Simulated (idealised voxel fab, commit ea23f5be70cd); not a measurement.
process module | voxel tone inversion
cross-section cut | 270 nm wide | cells 5 nm
A cross-section is a grid of square cells, given in bands from the top down. A band is one or more rows of cells.
Each band's line starts with the height of the band's top and of its bottom, in nm. Then come its materials from left to right, each with its width in nm. One material with "throughout" fills the band from edge to edge. "air" is empty space.
Height 0 is the level under which the wafer as received is all one material. The lowest band goes on downwards, as in "0 down".
A width such as "30 to 40" changes by the same amount from each row of cells to the next, from the band's top row to its bottom row.
"no change" after a step means that no cell of the cross-section changed.
closed voids: empty space of 8 cells or more with no open way to the top, each as width x height at its distance from the left edge, in nm
after a step's settings: what the simulator itself notes on the step
overlay nm, on a step with a mask: how far to the right of its planned place the mask lay; to the left if negative
plan
1 op RECEIVE | material Si
2 op CONFORMAL_DEP | material SiCN | thk nm 5
3 op DIRECTIONAL_DEP | material aC | thk nm 20
4 op PATTERN | tone cover | mask id POSTS | material resist | width nm 20 | pitch nm 50 | thk nm 30 | overlay nm 0
5 op DIRECTIONAL_ETCH | etch materials aC | depth nm 20
6 op STRIP | etch materials resist
7 op FILL_DEP | material lowk | thk nm 5
8 op CMP | height nm 25
9 op STRIP | etch materials aC
10 op CONFORMAL_DEP | material TiN | thk nm 5
11 op FILL_DEP | material Ru | thk nm 5
12 op CMP | height nm 25
13 op CONFORMAL_DEP | material SiN | thk nm 5
first wafer, as planned
as received, after step 1
  0 down: Si throughout
  closed voids: none
after step 2
  5 to 0: SiCN throughout
  below 0: unchanged
after step 3
  25 to 5: aC throughout
  below 5: unchanged
after step 4
  55 to 25: air 100 | resist 20 | air 30 | resist 20 | air 100
  below 25: unchanged
after step 5
  35 to 25: air 100 | resist 20 | air 30 | resist 20 | air 100
  25 to 5: air 100 | aC 20 | air 30 | aC 20 | air 100
  below 5: unchanged
after step 6
  25 to 5: air 100 | aC 20 | air 30 | aC 20 | air 100
  below 5: unchanged
after step 7
  30 to 25: lowk throughout
  25 to 5: lowk 100 | aC 20 | lowk 30 | aC 20 | lowk 100
  below 5: unchanged
after step 8
  25 to 5: lowk 100 | aC 20 | lowk 30 | aC 20 | lowk 100
  below 5: unchanged
after step 9
  25 to 5: lowk 100 | air 20 | lowk 30 | air 20 | lowk 100
  below 5: unchanged
after step 10
  30 to 25: TiN 105 | air 10 | TiN 40 | air 10 | TiN 105
  25 to 10: lowk 100 | TiN 5 | air 10 | TiN 5 | lowk 30 | TiN 5 | air 10 | TiN 5 | lowk 100
  10 to 5: lowk 100 | TiN 20 | lowk 30 | TiN 20 | lowk 100
  below 5: unchanged
after step 11
  35 to 30: Ru throughout
  30 to 25: TiN 105 | Ru 10 | TiN 40 | Ru 10 | TiN 105
  25 to 10: lowk 100 | TiN 5 | Ru 10 | TiN 5 | lowk 30 | TiN 5 | Ru 10 | TiN 5 | lowk 100
  below 10: unchanged
after step 12
  25 to 10: lowk 100 | TiN 5 | Ru 10 | TiN 5 | lowk 30 | TiN 5 | Ru 10 | TiN 5 | lowk 100
  below 10: unchanged
after step 13
  30 to 25: SiN throughout
  below 25: unchanged
second wafer: like start, like plan, one mistake. Through step 3 it matches the first wafer
when step 4 should have ended
  55 to 25: air 95 | resist 30 | air 20 | resist 30 | air 95
  below 25: unchanged
when step 5 should have ended
  35 to 25: air 95 | resist 30 | air 20 | resist 30 | air 95
  25 to 5: air 95 | aC 30 | air 20 | aC 30 | air 95
  below 5: unchanged
when step 6 should have ended
  25 to 5: air 95 | aC 30 | air 20 | aC 30 | air 95
  below 5: unchanged
when step 7 should have ended
  30 to 25: lowk throughout
  25 to 5: lowk 95 | aC 30 | lowk 20 | aC 30 | lowk 95
  below 5: unchanged
when step 8 should have ended
  25 to 5: lowk 95 | aC 30 | lowk 20 | aC 30 | lowk 95
  below 5: unchanged
when step 9 should have ended
  25 to 5: lowk 95 | air 30 | lowk 20 | air 30 | lowk 95
  below 5: unchanged
when step 10 should have ended
  30 to 25: TiN 100 | air 20 | TiN 30 | air 20 | TiN 100
  25 to 10: lowk 95 | TiN 5 | air 20 | TiN 5 | lowk 20 | TiN 5 | air 20 | TiN 5 | lowk 95
  10 to 5: lowk 95 | TiN 30 | lowk 20 | TiN 30 | lowk 95
  below 5: unchanged
when step 11 should have ended
  35 to 30: Ru throughout
  30 to 25: TiN 100 | Ru 20 | TiN 30 | Ru 20 | TiN 100
  25 to 10: lowk 95 | TiN 5 | Ru 20 | TiN 5 | lowk 20 | TiN 5 | Ru 20 | TiN 5 | lowk 95
  below 10: unchanged
when step 12 should have ended
  25 to 10: lowk 95 | TiN 5 | Ru 20 | TiN 5 | lowk 20 | TiN 5 | Ru 20 | TiN 5 | lowk 95
  below 10: unchanged
when step 13 should have ended
  30 to 25: SiN throughout
  below 25: unchanged
what went wrong: step 4 ran as: op PATTERN | tone cover | mask id POSTS | material resist | width nm 30 | pitch nm 50 | thk nm 30 | overlay nm 0
at the end the second wafer has, in cells: 12 more of Ru | 4 more of TiN | 16 fewer of lowk
